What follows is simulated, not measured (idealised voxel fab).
Presented below is a process module, voxel self aligned vias.
Xsec cut, 210 nm wide, square cell size 5 nm.
How to read a cross-section here: the picture is a grid of square cells, written as bands going from the top down, and any band can span one or more rows of cells. Each band's line starts with the height of the band's top and of its bottom, in nm. Then come its materials from left to right, each with its width in nm. One material with "everywhere" fills the band from edge to edge. "blank" is empty space. For the purposes of this specification, 0 denotes the height below which the wafer in its as-received condition is composed wholly of one material, and the lowermost band, lacking a lower limit, extends downward without end, as expressed in "from 0 down". Quick explanation for "30 to 40": the width changes in equal steps down the rows of cells, from the first number in the band's top row to the second number in its bottom row. Where a step carries "nothing was modified", the cross-section came out of it unchanged, cell for cell. Any empty space of 8 cells or more lacking an open way to the top shows up in "Closed internal voids" as width x height at distance, distance from the left edge, in nm. Formally, on a step line, whatever follows the settings is a remark that the simulator itself makes on the step. On any step carrying a mask, the "overlay nm" setting, if present on the step's line, tells how far right of its planned place the mask lay; negative values point to the left.
-- List of planned process steps
step 1: op RECEIVE | material Si
step 2: op CONFORMAL_DEP | material SiO2 | thk nm 10
step 3: op CONFORMAL_DEP | material SiCN | thk nm 5
step 4: op DIRECTIONAL_DEP | material SiO2 | thk nm 30
step 5: op PATTERN | tone open | mask id LINES | material resist | width nm 20 | pitch nm 65 | thk nm 15 | overlay nm 0
step 6: op DIRECTIONAL_ETCH | etch materials SiO2 | depth nm 30
step 7: op STRIP | etch materials resist
step 8: op CONFORMAL_DEP | material TiN | thk nm 5
step 9: op FILL_DEP | material W | thk nm 5
step 10: op CMP | height nm 45
step 11: op SELECTIVE_ETCH | etch materials W Ru TiN | depth nm 5
step 12: op FILL_DEP | material SiN | thk nm 5
step 13: op CMP | height nm 45
step 14: op DIRECTIONAL_DEP | material SiO2 | thk nm 20
step 15: op DIRECTIONAL_DEP | material aC | thk nm 10
step 16: op PATTERN | tone open | mask id VIAS | material resist | width nm 40 | pitch nm 130 | thk nm 30 | overlay nm 0
step 17: op DIRECTIONAL_ETCH | etch materials aC | depth nm 10
step 18: op STRIP | etch materials resist
step 19: op DIRECTIONAL_ETCH | etch materials SiO2 | depth nm 20
step 20: op DIRECTIONAL_ETCH | etch materials SiN | depth nm 5
step 21: op STRIP | etch materials aC
step 22: op CONFORMAL_DEP | material TiN | thk nm 5
step 23: op FILL_DEP | material Cu | thk nm 5
step 24: op CMP | height nm 65
step 25: op CONFORMAL_DEP | material SiCN | thk nm 5
Wafer-to-wafer difference: depth nm, step 11. Common start. Plan = first wafer's value.
-- The as-received cross-section of the first of several wafers corresponds to the state after step 1
	from 0 down | Si everywhere
	Closed internal voids: none
-- Shown in cross-section: the first of several wafers at the end of the module, after its last step, step 25
	from 70 to 65 | SiCN everywhere
	from 65 to 50 | SiO2 20 nm; TiN 5 nm; Cu 30 nm; TiN 5 nm; SiO2 90 nm; TiN 5 nm; Cu 30 nm; TiN 5 nm; SiO2 20 nm
	from 50 to 45 | SiO2 20 nm; TiN 15 nm; Cu 10 nm; TiN 15 nm; SiO2 90 nm; TiN 15 nm; Cu 10 nm; TiN 15 nm; SiO2 20 nm
	from 45 to 40 | SiO2 30 nm; TiN 20 nm; SiO2 45 nm; SiN 20 nm; SiO2 45 nm; TiN 20 nm; SiO2 30 nm
	from 40 to 20 | SiO2 30 nm; TiN 5 nm; W 10 nm; TiN 5 nm; SiO2 45 nm; TiN 5 nm; W 10 nm; TiN 5 nm; SiO2 45 nm; TiN 5 nm; W 10 nm; TiN 5 nm; SiO2 30 nm
	from 20 to 15 | SiO2 30 nm; TiN 20 nm; SiO2 45 nm; TiN 20 nm; SiO2 45 nm; TiN 20 nm; SiO2 30 nm
	from 15 to 10 | SiCN everywhere
	from 10 to 0 | SiO2 everywhere
	from 0 down | Si everywhere
	Closed internal voids: none
-- Cross-sectional view of the final wafer of several at the module's end
	from 70 to 65 | SiCN everywhere
	from 65 to 50 | SiO2 20 nm; TiN 5 nm; Cu 30 nm; TiN 5 nm; SiO2 90 nm; TiN 5 nm; Cu 30 nm; TiN 5 nm; SiO2 20 nm
	from 50 to 45 | SiO2 20 nm; TiN 15 nm; Cu 10 nm; TiN 15 nm; SiO2 90 nm; TiN 15 nm; Cu 10 nm; TiN 15 nm; SiO2 20 nm
	from 45 to 40 | SiO2 30 nm; TiN 20 nm; SiO2 45 nm; SiN 20 nm; SiO2 45 nm; TiN 20 nm; SiO2 30 nm
	from 40 to 25 | SiO2 30 nm; SiN 20 nm; SiO2 45 nm; SiN 20 nm; SiO2 45 nm; SiN 20 nm; SiO2 30 nm
	from 25 to 20 | SiO2 30 nm; TiN 5 nm; W 10 nm; TiN 5 nm; SiO2 45 nm; TiN 5 nm; W 10 nm; TiN 5 nm; SiO2 45 nm; TiN 5 nm; W 10 nm; TiN 5 nm; SiO2 30 nm
	from 20 to 15 | SiO2 30 nm; TiN 20 nm; SiO2 45 nm; TiN 20 nm; SiO2 45 nm; TiN 20 nm; SiO2 30 nm
	from 15 to 10 | SiCN everywhere
	from 10 to 0 | SiO2 everywhere
	from 0 down | Si everywhere
	Closed internal voids: none
-- each wafer at the end: cells of each material gained (+) or lost (-) since it was received, then its closed voids
depth nm 5; +40 Cu; +84 SiCN; +4 SiN; +368 SiO2; +68 TiN; +24 W; Closed internal voids: none
depth nm 10; +40 Cu; +84 SiCN; +16 SiN; +368 SiO2; +62 TiN; +18 W; Closed internal voids: none
depth nm 15; +40 Cu; +84 SiCN; +28 SiN; +368 SiO2; +56 TiN; +12 W; Closed internal voids: none
depth nm 20; +40 Cu; +84 SiCN; +40 SiN; +368 SiO2; +50 TiN; +6 W; Closed internal voids: none
